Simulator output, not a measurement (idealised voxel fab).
process module | voxel transistor to metal
cross-section cut | 185 nm wide | cells 5 nm
A cross-section is a grid of square cells, given in bands from the top down. A band is one or more rows of cells.
Each band's line starts with the height of the band's top and of its bottom, in nm. Then come its materials from left to right, each with its width in nm. One material with "throughout" fills the band from edge to edge. "air" is empty space.
Height 0 is the level under which the wafer as received is all one material. The lowest band goes on downwards, as in "0 down".
A width such as "30 to 40" changes by the same amount from each row of cells to the next, from the band's top row to its bottom row.
"no change" after a step means that no cell of the cross-section changed.
closed voids: empty space of 8 cells or more with no open way to the top, each as width x height at its distance from the left edge, in nm
after a step's settings: what the simulator itself notes on the step
overlay nm, on a step with a mask: how far to the right of its planned place the mask lay; to the left if negative
plan
1 op RECEIVE | material Si
2 op CONFORMAL_DEP | material SiO2 | thk nm 5
3 op CONFORMAL_DEP | material SiN | thk nm 10
4 op MASKED_ETCH | tone cover | mask id ACTIVE | width nm 95 | etch materials SiN | depth nm 10 | overlay nm 0
5 op MASKED_ETCH | tone cover | mask id ACTIVE | width nm 95 | etch materials SiO2 | depth nm 5 | overlay nm 0
6 op MASKED_ETCH | tone cover | mask id ACTIVE | width nm 95 | etch materials Si | depth nm 30 | overlay nm 0
7 op FILL_DEP | material SiO2 | thk nm 10
8 op CMP | height nm 15
9 op SELECTIVE_ETCH | etch materials SiO2 | depth nm 5
10 op STRIP | etch materials SiN
11 op SELECTIVE_ETCH | etch materials SiO2 | depth nm 5
12 op OXIDIZE | depth nm 5
13 op DIRECTIONAL_DEP | material polySi | thk nm 30
14 op DIRECTIONAL_DEP | material SiCN | thk nm 10
15 op MASKED_ETCH | tone cover | mask id GATE | width nm 15 | etch materials SiCN | depth nm 20 | overlay nm 0
16 op MASKED_ETCH | tone cover | mask id GATE | width nm 15 | etch materials polySi | depth nm 40 | overlay nm 0
17 op CONFORMAL_DEP | material SiN | thk nm 10
18 op DIRECTIONAL_ETCH | etch materials SiN | depth nm 10
19 op DIRECTIONAL_ETCH | etch materials SiO2 | depth nm 5
20 op DIRECTIONAL_ETCH | etch materials Si | depth nm 10
21 op EPI | material nSi | thk nm 10
22 op FILL_DEP | material SiO2 | thk nm 10
23 op CMP | height nm 40
24 op DIRECTIONAL_DEP | material SiO2 | thk nm 10
25 op PATTERN | tone open | mask id CONTACT | material resist | width nm 30 | pitch nm 55 | thk nm 20 | overlay nm 0
26 op DIRECTIONAL_ETCH | etch materials SiO2 | depth nm 55
27 op STRIP | etch materials resist
28 op CONFORMAL_DEP | material TiN | thk nm 5
29 op FILL_DEP | material Ru | thk nm 5
30 op CMP | height nm 50
31 op DIRECTIONAL_DEP | material TiN | thk nm 5
32 op DIRECTIONAL_DEP | material W | thk nm 15
33 op PATTERN | tone cover | mask id METAL_1 | material resist | width nm 20 | pitch nm 65 | thk nm 20 | overlay nm 0
34 op DIRECTIONAL_ETCH | etch materials W | depth nm 15
35 op DIRECTIONAL_ETCH | etch materials TiN | depth nm 5
36 op STRIP | etch materials resist
37 op CONFORMAL_DEP | material SiCN | thk nm 5
38 op FILL_DEP | material SiO2 | thk nm 5
39 op CMP | height nm 70
40 op CONFORMAL_DEP | material SiN | thk nm 5
first wafer, as planned
as received, after step 1
  0 down: Si throughout
  closed voids: none
after step 2
  5 to 0: SiO2 throughout
  below 0: unchanged
after step 3
  15 to 5: SiN throughout
  below 5: unchanged
after step 4
  15 to 5: air 45 | SiN 95 | air 45
  below 5: unchanged
after step 5
  15 to 5: air 45 | SiN 95 | air 45
  5 to 0: air 45 | SiO2 95 | air 45
  below 0: unchanged
after step 6
  15 to 5: air 45 | SiN 95 | air 45
  5 to 0: air 45 | SiO2 95 | air 45
  0 to -30: air 45 | Si 95 | air 45
  below -30: unchanged
after step 7
  25 to 15: SiO2 throughout
  15 to 5: SiO2 45 | SiN 95 | SiO2 45
  5 to 0: SiO2 throughout
  0 to -30: SiO2 45 | Si 95 | SiO2 45
  below -30: unchanged
after step 8
  15 to 5: SiO2 45 | SiN 95 | SiO2 45
  below 5: unchanged
after step 9
  15 to 10: air 45 | SiN 95 | air 45
  below 10: unchanged
after step 10
  10 to 5: SiO2 45 | air 95 | SiO2 45
  below 5: unchanged
after step 11
  5 to 0: SiO2 40 | air 105 | SiO2 40
  below 0: unchanged
after step 12
  5 to 0: SiO2 40 | air 105 | SiO2 40
  0 to -5: SiO2 throughout
  below -5: unchanged
after step 13
  35 to 30: polySi 40 | air 105 | polySi 40
  30 to 5: polySi throughout
  5 to 0: SiO2 40 | polySi 105 | SiO2 40
  below 0: unchanged
after step 14
  45 to 40: SiCN 40 | air 105 | SiCN 40
  40 to 35: SiCN throughout
  35 to 30: polySi 40 | SiCN 105 | polySi 40
  below 30: unchanged
after step 15
  40 to 35: air 85 | SiCN 15 | air 85
  35 to 30: polySi 40 | air 45 | SiCN 15 | air 45 | polySi 40
  below 30: unchanged
after step 16
  40 to 30: air 85 | SiCN 15 | air 85
  30 to 5: air 85 | polySi 15 | air 85
  5 to 0: SiO2 40 | air 45 | polySi 15 | air 45 | SiO2 40
  below 0: unchanged
after step 17
  50 to 40: air 75 | SiN 35 | air 75
  40 to 30: air 75 | SiN 10 | SiCN 15 | SiN 10 | air 75
  30 to 15: air 75 | SiN 10 | polySi 15 | SiN 10 | air 75
  15 to 10: SiN 50 | air 25 | SiN 10 | polySi 15 | SiN 10 | air 25 | SiN 50
  10 to 5: SiN 85 | polySi 15 | SiN 85
  5 to 0: SiO2 40 | SiN 45 | polySi 15 | SiN 45 | SiO2 40
  below 0: unchanged
after step 18
  40 to 30: air 75 | SiN 10 | SiCN 15 | SiN 10 | air 75
  30 to 5: air 75 | SiN 10 | polySi 15 | SiN 10 | air 75
  5 to 0: SiO2 40 | SiN 10 | air 25 | SiN 10 | polySi 15 | SiN 10 | air 25 | SiN 10 | SiO2 40
  below 0: unchanged
after step 19
  40 to 30: air 75 | SiN 10 | SiCN 15 | SiN 10 | air 75
  30 to 5: air 75 | SiN 10 | polySi 15 | SiN 10 | air 75
  5 to 0: air 40 | SiN 10 | air 25 | SiN 10 | polySi 15 | SiN 10 | air 25 | SiN 10 | air 40
  0 to -5: SiO2 50 | air 25 | SiO2 35 | air 25 | SiO2 50
  below -5: unchanged
after step 20
  40 to 30: air 75 | SiN 10 | SiCN 15 | SiN 10 | air 75
  30 to 5: air 75 | SiN 10 | polySi 15 | SiN 10 | air 75
  5 to 0: air 40 | SiN 10 | air 25 | SiN 10 | polySi 15 | SiN 10 | air 25 | SiN 10 | air 40
  0 to -5: SiO2 50 | air 25 | SiO2 35 | air 25 | SiO2 50
  -5 to -15: SiO2 45 | Si 5 | air 25 | Si 35 | air 25 | Si 5 | SiO2 45
  below -15: unchanged
after step 21
  40 to 30: air 75 | SiN 10 | SiCN 15 | SiN 10 | air 75
  30 to 5: air 75 | SiN 10 | polySi 15 | SiN 10 | air 75
  5 to 0: air 40 | SiN 10 | nSi 10 | air 5 | nSi 10 | SiN 10 | polySi 15 | SiN 10 | nSi 10 | air 5 | nSi 10 | SiN 10 | air 40
  0 to -5: SiO2 50 | nSi 10 | air 5 | nSi 10 | SiO2 35 | nSi 10 | air 5 | nSi 10 | SiO2 50
  -5 to -15: SiO2 45 | Si 5 | nSi 25 | Si 35 | nSi 25 | Si 5 | SiO2 45
  below -15: unchanged
after step 22
  50 to 40: SiO2 throughout
  40 to 30: SiO2 75 | SiN 10 | SiCN 15 | SiN 10 | SiO2 75
  30 to 5: SiO2 75 | SiN 10 | polySi 15 | SiN 10 | SiO2 75
  5 to 0: SiO2 40 | SiN 10 | nSi 10 | SiO2 5 | nSi 10 | SiN 10 | polySi 15 | SiN 10 | nSi 10 | SiO2 5 | nSi 10 | SiN 10 | SiO2 40
  0 to -5: SiO2 50 | nSi 10 | SiO2 5 | nSi 10 | SiO2 35 | nSi 10 | SiO2 5 | nSi 10 | SiO2 50
  below -5: unchanged
after step 23
  40 to 30: SiO2 75 | SiN 10 | SiCN 15 | SiN 10 | SiO2 75
  below 30: unchanged
after step 24
  50 to 40: SiO2 throughout
  below 40: unchanged
after step 25
  70 to 50: resist 50 | air 30 | resist 25 | air 30 | resist 50
  below 50: unchanged
after step 26
  70 to 50: resist 50 | air 30 | resist 25 | air 30 | resist 50
  50 to 40: SiO2 50 | air 30 | SiO2 25 | air 30 | SiO2 50
  40 to 30: SiO2 50 | air 25 | SiN 10 | SiCN 15 | SiN 10 | air 25 | SiO2 50
  30 to 5: SiO2 50 | air 25 | SiN 10 | polySi 15 | SiN 10 | air 25 | SiO2 50
  5 to 0: SiO2 40 | SiN 10 | nSi 10 | air 5 | nSi 10 | SiN 10 | polySi 15 | SiN 10 | nSi 10 | air 5 | nSi 10 | SiN 10 | SiO2 40
  0 to -5: SiO2 50 | nSi 10 | air 5 | nSi 10 | SiO2 35 | nSi 10 | air 5 | nSi 10 | SiO2 50
  below -5: unchanged
after step 27
  50 to 40: SiO2 50 | air 30 | SiO2 25 | air 30 | SiO2 50
  below 40: unchanged
after step 28
  55 to 50: TiN 55 | air 20 | TiN 35 | air 20 | TiN 55
  50 to 40: SiO2 50 | TiN 5 | air 20 to 15 | TiN 5 to 10 | SiO2 25 | TiN 5 to 10 | air 20 to 15 | TiN 5 | SiO2 50
  40 to 30: SiO2 50 | TiN 5 | air 15 | TiN 5 | SiN 10 | SiCN 15 | SiN 10 | TiN 5 | air 15 | TiN 5 | SiO2 50
  30 to 10: SiO2 50 | TiN 5 | air 15 | TiN 5 | SiN 10 | polySi 15 | SiN 10 | TiN 5 | air 15 | TiN 5 | SiO2 50
  10 to 5: SiO2 50 | TiN 25 | SiN 10 | polySi 15 | SiN 10 | TiN 25 | SiO2 50
  5 to 0: SiO2 40 | SiN 10 | nSi 10 | TiN 5 | nSi 10 | SiN 10 | polySi 15 | SiN 10 | nSi 10 | TiN 5 | nSi 10 | SiN 10 | SiO2 40
  0 to -5: SiO2 50 | nSi 10 | TiN 5 | nSi 10 | SiO2 35 | nSi 10 | TiN 5 | nSi 10 | SiO2 50
  below -5: unchanged
after step 29
  60 to 55: Ru throughout
  55 to 50: TiN 55 | Ru 20 | TiN 35 | Ru 20 | TiN 55
  50 to 40: SiO2 50 | TiN 5 | Ru 20 to 15 | TiN 5 to 10 | SiO2 25 | TiN 5 to 10 | Ru 20 to 15 | TiN 5 | SiO2 50
  40 to 30: SiO2 50 | TiN 5 | Ru 15 | TiN 5 | SiN 10 | SiCN 15 | SiN 10 | TiN 5 | Ru 15 | TiN 5 | SiO2 50
  30 to 10: SiO2 50 | TiN 5 | Ru 15 | TiN 5 | SiN 10 | polySi 15 | SiN 10 | TiN 5 | Ru 15 | TiN 5 | SiO2 50
  below 10: unchanged
after step 30
  50 to 40: SiO2 50 | TiN 5 | Ru 20 to 15 | TiN 5 to 10 | SiO2 25 | TiN 5 to 10 | Ru 20 to 15 | TiN 5 | SiO2 50
  below 40: unchanged
after step 31
  55 to 50: TiN throughout
  below 50: unchanged
after step 32
  70 to 55: W throughout
  below 55: unchanged
after step 33
  90 to 70: air 50 | resist 20 | air 45 | resist 20 | air 50
  below 70: unchanged
after step 34
  90 to 70: air 50 | resist 20 | air 45 | resist 20 | air 50
  70 to 55: air 50 | W 20 | air 45 | W 20 | air 50
  below 55: unchanged
after step 35
  90 to 70: air 50 | resist 20 | air 45 | resist 20 | air 50
  70 to 55: air 50 | W 20 | air 45 | W 20 | air 50
  55 to 50: air 50 | TiN 20 | air 45 | TiN 20 | air 50
  below 50: unchanged
after step 36
  70 to 55: air 50 | W 20 | air 45 | W 20 | air 50
  below 55: unchanged
after step 37
  75 to 70: air 45 | SiCN 30 | air 35 | SiCN 30 | air 45
  70 to 55: air 45 | SiCN 5 | W 20 | SiCN 5 | air 35 | SiCN 5 | W 20 | SiCN 5 | air 45
  55 to 50: SiCN 50 | TiN 20 | SiCN 45 | TiN 20 | SiCN 50
  below 50: unchanged
after step 38
  80 to 75: SiO2 throughout
  75 to 70: SiO2 45 | SiCN 30 | SiO2 35 | SiCN 30 | SiO2 45
  70 to 55: SiO2 45 | SiCN 5 | W 20 | SiCN 5 | SiO2 35 | SiCN 5 | W 20 | SiCN 5 | SiO2 45
  below 55: unchanged
after step 39
  70 to 55: SiO2 45 | SiCN 5 | W 20 | SiCN 5 | SiO2 35 | SiCN 5 | W 20 | SiCN 5 | SiO2 45
  below 55: unchanged
after step 40
  75 to 70: SiN throughout
  below 70: unchanged
second wafer: like start, like plan, one mistake. Through step 1 it matches the first wafer
when step 2 should have ended: no change
when step 3 should have ended
  10 to 0: SiN throughout
  below 0: unchanged
when step 4 should have ended
  10 to 0: air 45 | SiN 95 | air 45
  below 0: unchanged
when step 5 should have ended: no change
when step 6 should have ended
  10 to 0: air 45 | SiN 95 | air 45
  0 to -30: air 45 | Si 95 | air 45
  below -30: unchanged
when step 7 should have ended
  20 to 10: SiO2 throughout
  10 to 0: SiO2 45 | SiN 95 | SiO2 45
  0 to -30: SiO2 45 | Si 95 | SiO2 45
  below -30: unchanged
when step 8 should have ended
  15 to 10: SiO2 throughout
  below 10: unchanged
when step 9 should have ended
  10 to 0: SiO2 45 | SiN 95 | SiO2 45
  below 0: unchanged
when step 10 should have ended
  10 to 0: SiO2 45 | air 95 | SiO2 45
  below 0: unchanged
when step 11 should have ended
  5 to 0: SiO2 40 | air 105 | SiO2 40
  0 to -5: SiO2 40 | air 5 | Si 95 | air 5 | SiO2 40
  below -5: unchanged
when step 12 should have ended
  5 to 0: SiO2 40 | air 105 | SiO2 40
  0 to -5: SiO2 40 | air 5 | SiO2 95 | air 5 | SiO2 40
  -5 to -10: SiO2 50 | Si 85 | SiO2 50
  below -10: unchanged
when step 13 should have ended
  35 to 30: polySi 40 | air 105 | polySi 40
  30 to 25: polySi 40 | air 5 | polySi 95 | air 5 | polySi 40
  25 to 5: polySi throughout
  5 to 0: SiO2 40 | polySi 105 | SiO2 40
  0 to -5: SiO2 40 | polySi 5 | SiO2 95 | polySi 5 | SiO2 40
  below -5: unchanged
when step 14 should have ended
  45 to 40: SiCN 40 | air 105 | SiCN 40
  40 to 35: SiCN 40 | air 5 | SiCN 95 | air 5 | SiCN 40
  35 to 30: polySi 40 | SiCN 105 | polySi 40
  30 to 25: polySi 40 | SiCN 5 | polySi 95 | SiCN 5 | polySi 40
  below 25: unchanged
when step 15 should have ended
  40 to 35: air 85 | SiCN 15 | air 85
  35 to 30: polySi 40 | air 45 | SiCN 15 | air 45 | polySi 40
  30 to 25: polySi 40 | air 5 | polySi 95 | air 5 | polySi 40
  below 25: unchanged
when step 16 should have ended
  40 to 30: air 85 | SiCN 15 | air 85
  30 to 5: air 85 | polySi 15 | air 85
  5 to 0: SiO2 40 | air 45 | polySi 15 | air 45 | SiO2 40
  0 to -5: SiO2 40 | air 5 | SiO2 95 | air 5 | SiO2 40
  below -5: unchanged
when step 17 should have ended
  50 to 40: air 75 | SiN 35 | air 75
  40 to 30: air 75 | SiN 10 | SiCN 15 | SiN 10 | air 75
  30 to 15: air 75 | SiN 10 | polySi 15 | SiN 10 | air 75
  15 to 10: SiN 50 | air 25 | SiN 10 | polySi 15 | SiN 10 | air 25 | SiN 50
  10 to 5: SiN 85 | polySi 15 | SiN 85
  5 to 0: SiO2 40 | SiN 45 | polySi 15 | SiN 45 | SiO2 40
  0 to -5: SiO2 40 | SiN 5 | SiO2 95 | SiN 5 | SiO2 40
  below -5: unchanged
when step 18 should have ended
  40 to 30: air 75 | SiN 10 | SiCN 15 | SiN 10 | air 75
  30 to 5: air 75 | SiN 10 | polySi 15 | SiN 10 | air 75
  5 to 0: SiO2 40 | SiN 10 | air 25 | SiN 10 | polySi 15 | SiN 10 | air 25 | SiN 10 | SiO2 40
  below 0: unchanged
when step 19 should have ended
  40 to 30: air 75 | SiN 10 | SiCN 15 | SiN 10 | air 75
  30 to 5: air 75 | SiN 10 | polySi 15 | SiN 10 | air 75
  5 to 0: air 40 | SiN 10 | air 25 | SiN 10 | polySi 15 | SiN 10 | air 25 | SiN 10 | air 40
  0 to -5: SiO2 40 | SiN 5 | SiO2 5 | air 25 | SiO2 35 | air 25 | SiO2 5 | SiN 5 | SiO2 40
  below -5: unchanged
when step 20 should have ended
  40 to 30: air 75 | SiN 10 | SiCN 15 | SiN 10 | air 75
  30 to 5: air 75 | SiN 10 | polySi 15 | SiN 10 | air 75
  5 to 0: air 40 | SiN 10 | air 25 | SiN 10 | polySi 15 | SiN 10 | air 25 | SiN 10 | air 40
  0 to -5: SiO2 40 | SiN 5 | SiO2 5 | air 25 | SiO2 35 | air 25 | SiO2 5 | SiN 5 | SiO2 40
  -5 to -10: SiO2 50 | air 25 | Si 35 | air 25 | SiO2 50
  -10 to -15: SiO2 45 | Si 5 | air 25 | Si 35 | air 25 | Si 5 | SiO2 45
  below -15: unchanged
when step 21 should have ended
  40 to 30: air 75 | SiN 10 | SiCN 15 | SiN 10 | air 75
  30 to 5: air 75 | SiN 10 | polySi 15 | SiN 10 | air 75
  5 to 0: air 40 | SiN 10 | air 15 | nSi 10 | SiN 10 | polySi 15 | SiN 10 | nSi 10 | air 15 | SiN 10 | air 40
  0 to -5: SiO2 40 | SiN 5 | SiO2 5 | nSi 10 | air 5 | nSi 10 | SiO2 35 | nSi 10 | air 5 | nSi 10 | SiO2 5 | SiN 5 | SiO2 40
  -5 to -10: SiO2 50 | nSi 25 | Si 35 | nSi 25 | SiO2 50
  -10 to -15: SiO2 45 | Si 5 | nSi 25 | Si 35 | nSi 25 | Si 5 | SiO2 45
  below -15: unchanged
when step 22 should have ended
  50 to 40: SiO2 throughout
  40 to 30: SiO2 75 | SiN 10 | SiCN 15 | SiN 10 | SiO2 75
  30 to 5: SiO2 75 | SiN 10 | polySi 15 | SiN 10 | SiO2 75
  5 to 0: SiO2 40 | SiN 10 | SiO2 15 | nSi 10 | SiN 10 | polySi 15 | SiN 10 | nSi 10 | SiO2 15 | SiN 10 | SiO2 40
  0 to -5: SiO2 40 | SiN 5 | SiO2 5 | nSi 10 | SiO2 5 | nSi 10 | SiO2 35 | nSi 10 | SiO2 5 | nSi 10 | SiO2 5 | SiN 5 | SiO2 40
  below -5: unchanged
when step 23 should have ended
  40 to 30: SiO2 75 | SiN 10 | SiCN 15 | SiN 10 | SiO2 75
  below 30: unchanged
when step 24 should have ended
  50 to 40: SiO2 throughout
  below 40: unchanged
when step 25 should have ended
  70 to 50: resist 50 | air 30 | resist 25 | air 30 | resist 50
  below 50: unchanged
when step 26 should have ended
  70 to 50: resist 50 | air 30 | resist 25 | air 30 | resist 50
  50 to 40: SiO2 50 | air 30 | SiO2 25 | air 30 | SiO2 50
  40 to 30: SiO2 50 | air 25 | SiN 10 | SiCN 15 | SiN 10 | air 25 | SiO2 50
  30 to 5: SiO2 50 | air 25 | SiN 10 | polySi 15 | SiN 10 | air 25 | SiO2 50
  5 to 0: SiO2 40 | SiN 10 | air 15 | nSi 10 | SiN 10 | polySi 15 | SiN 10 | nSi 10 | air 15 | SiN 10 | SiO2 40
  0 to -5: SiO2 40 | SiN 5 | SiO2 5 | nSi 10 | air 5 | nSi 10 | SiO2 35 | nSi 10 | air 5 | nSi 10 | SiO2 5 | SiN 5 | SiO2 40
  below -5: unchanged
when step 27 should have ended
  50 to 40: SiO2 50 | air 30 | SiO2 25 | air 30 | SiO2 50
  below 40: unchanged
when step 28 should have ended
  55 to 50: TiN 55 | air 20 | TiN 35 | air 20 | TiN 55
  50 to 40: SiO2 50 | TiN 5 | air 20 to 15 | TiN 5 to 10 | SiO2 25 | TiN 5 to 10 | air 20 to 15 | TiN 5 | SiO2 50
  40 to 30: SiO2 50 | TiN 5 | air 15 | TiN 5 | SiN 10 | SiCN 15 | SiN 10 | TiN 5 | air 15 | TiN 5 | SiO2 50
  30 to 10: SiO2 50 | TiN 5 | air 15 | TiN 5 | SiN 10 | polySi 15 | SiN 10 | TiN 5 | air 15 | TiN 5 | SiO2 50
  10 to 5: SiO2 50 | TiN 5 | air 5 | TiN 15 | SiN 10 | polySi 15 | SiN 10 | TiN 15 | air 5 | TiN 5 | SiO2 50
  5 to 0: SiO2 40 | SiN 10 | TiN 15 | nSi 10 | SiN 10 | polySi 15 | SiN 10 | nSi 10 | TiN 15 | SiN 10 | SiO2 40
  0 to -5: SiO2 40 | SiN 5 | SiO2 5 | nSi 10 | TiN 5 | nSi 10 | SiO2 35 | nSi 10 | TiN 5 | nSi 10 | SiO2 5 | SiN 5 | SiO2 40
  below -5: unchanged
when step 29 should have ended
  60 to 55: Ru throughout
  55 to 50: TiN 55 | Ru 20 | TiN 35 | Ru 20 | TiN 55
  50 to 40: SiO2 50 | TiN 5 | Ru 20 to 15 | TiN 5 to 10 | SiO2 25 | TiN 5 to 10 | Ru 20 to 15 | TiN 5 | SiO2 50
  40 to 30: SiO2 50 | TiN 5 | Ru 15 | TiN 5 | SiN 10 | SiCN 15 | SiN 10 | TiN 5 | Ru 15 | TiN 5 | SiO2 50
  30 to 10: SiO2 50 | TiN 5 | Ru 15 | TiN 5 | SiN 10 | polySi 15 | SiN 10 | TiN 5 | Ru 15 | TiN 5 | SiO2 50
  10 to 5: SiO2 50 | TiN 5 | Ru 5 | TiN 15 | SiN 10 | polySi 15 | SiN 10 | TiN 15 | Ru 5 | TiN 5 | SiO2 50
  below 5: unchanged
when step 30 should have ended
  50 to 40: SiO2 50 | TiN 5 | Ru 20 to 15 | TiN 5 to 10 | SiO2 25 | TiN 5 to 10 | Ru 20 to 15 | TiN 5 | SiO2 50
  below 40: unchanged
when step 31 should have ended
  55 to 50: TiN throughout
  below 50: unchanged
when step 32 should have ended
  70 to 55: W throughout
  below 55: unchanged
when step 33 should have ended
  90 to 70: air 50 | resist 20 | air 45 | resist 20 | air 50
  below 70: unchanged
when step 34 should have ended
  90 to 70: air 50 | resist 20 | air 45 | resist 20 | air 50
  70 to 55: air 50 | W 20 | air 45 | W 20 | air 50
  below 55: unchanged
when step 35 should have ended
  90 to 70: air 50 | resist 20 | air 45 | resist 20 | air 50
  70 to 55: air 50 | W 20 | air 45 | W 20 | air 50
  55 to 50: air 50 | TiN 20 | air 45 | TiN 20 | air 50
  below 50: unchanged
when step 36 should have ended
  70 to 55: air 50 | W 20 | air 45 | W 20 | air 50
  below 55: unchanged
when step 37 should have ended
  75 to 70: air 45 | SiCN 30 | air 35 | SiCN 30 | air 45
  70 to 55: air 45 | SiCN 5 | W 20 | SiCN 5 | air 35 | SiCN 5 | W 20 | SiCN 5 | air 45
  55 to 50: SiCN 50 | TiN 20 | SiCN 45 | TiN 20 | SiCN 50
  below 50: unchanged
when step 38 should have ended
  80 to 75: SiO2 throughout
  75 to 70: SiO2 45 | SiCN 30 | SiO2 35 | SiCN 30 | SiO2 45
  70 to 55: SiO2 45 | SiCN 5 | W 20 | SiCN 5 | SiO2 35 | SiCN 5 | W 20 | SiCN 5 | SiO2 45
  below 55: unchanged
when step 39 should have ended
  70 to 55: SiO2 45 | SiCN 5 | W 20 | SiCN 5 | SiO2 35 | SiCN 5 | W 20 | SiCN 5 | SiO2 45
  below 55: unchanged
when step 40 should have ended
  75 to 70: SiN throughout
  below 70: unchanged
what went wrong: step 2 was left out
at the end the second wafer has, in cells: 2 more of Ru | 2 fewer of Si | 2 more of SiN | 2 more of TiN | 4 fewer of nSi
